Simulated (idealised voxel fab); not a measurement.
Process module under the name voxel double patterning
Xsec cut, 235 nm wide, square cell size 5 nm.
In what follows, cross-sections appear as grids of square cells, described through bands that run from the top down, where every band is one or more rows of cells.
Look at the band entry: it leads with the top's height and the bottom's height in nm. Then it lists the materials left to right, with a width in nm for each. The word "throughout" on a single material says that material fills the band edge to edge. The word "empty" is empty space.
Ref level 0: as-received wafer is one material below here. Bottom band extends down with no lower bound ("z 0 and below").
It should be noted that a width expressed as "30..40" varies in equal increments from row to row of cells within the band, taking the value of the first number at the top row and that of the second number at the bottom row.
"nothing was modified" for a step: no cell of the cross-section changed in that step.
"Closed internal cavities" enumerates empty spaces isolated from the top, with no open way to it, that contain at least 8 cells, giving each as width x height at distance from the left edge, all three in nm.
What comes after the settings on a step's line is commentary from the simulator itself on that step.
"overlay nm", when on a step's line for a step with a mask, measures how far to the right of its planned place the mask lay; a negative measure means to the left.

-- So here's the lineup of process steps we planned
| 1 | RECEIVE [material Si] |
| 2 | CONFORMAL_DEP [material SiO2] [thk nm 10] |
| 3 | DIRECTIONAL_DEP [material W] [thk nm 15] |
| 4 | DIRECTIONAL_DEP [material SiN] [thk nm 10] |
| 5 | MASKED_ETCH [tone open] [mask id FIRST] [width nm 15] [pitch nm 50] [etch materials SiN] [depth nm 10] [overlay nm 0] |
| 6 | DIRECTIONAL_DEP [material aC] [thk nm 15] |
| 7 | PATTERN [tone open] [mask id SECOND] [material resist] [width nm 15] [pitch nm 50] [thk nm 35] [overlay nm 0] |
| 8 | DIRECTIONAL_ETCH [etch materials aC] [depth nm 15] |
| 9 | STRIP [etch materials resist] |
| 10 | DIRECTIONAL_ETCH [etch materials SiN] [depth nm 10] |
| 11 | STRIP [etch materials aC] |
| 12 | DIRECTIONAL_ETCH [etch materials W] [depth nm 15] |
| 13 | STRIP [etch materials SiN] |

-- This is the cross-section of the wafer as we received it, i.e. after step 1
- z 0 and below = Si throughout
- Closed internal cavities: none

-- Cross-section: first of two wafers, module finished, run according to plan
- z 25 to 10 = W=60; empty=15; W=10; empty=15; W=10; empty=15; W=10; empty=15; W=10; empty=15; W=60
- z 10 to 0 = SiO2 throughout
- z 0 and below = Si throughout
- Closed internal cavities: none

-- Cross-section of the latter of the two wafers at module completion. It had an identical start and an identical plan to the former; in running it, one mistake was made
- z 25 to 10 = W=65; empty=15; W=5; empty=15; W=15; empty=15; W=5; empty=15; W=15; empty=15; W=55
- z 10 to 0 = SiO2 throughout
- z 0 and below = Si throughout
- Closed internal cavities: none
Finding, execution versus plan: step 5 was not run as planned; what actually ran was MASKED_ETCH [tone open] [mask id FIRST] [width nm 15] [pitch nm 50] [etch materials SiN] [depth nm 10] [overlay nm 5]
At the close, every material occupies the same number of cells on the second wafer as on the first, only in different positions.
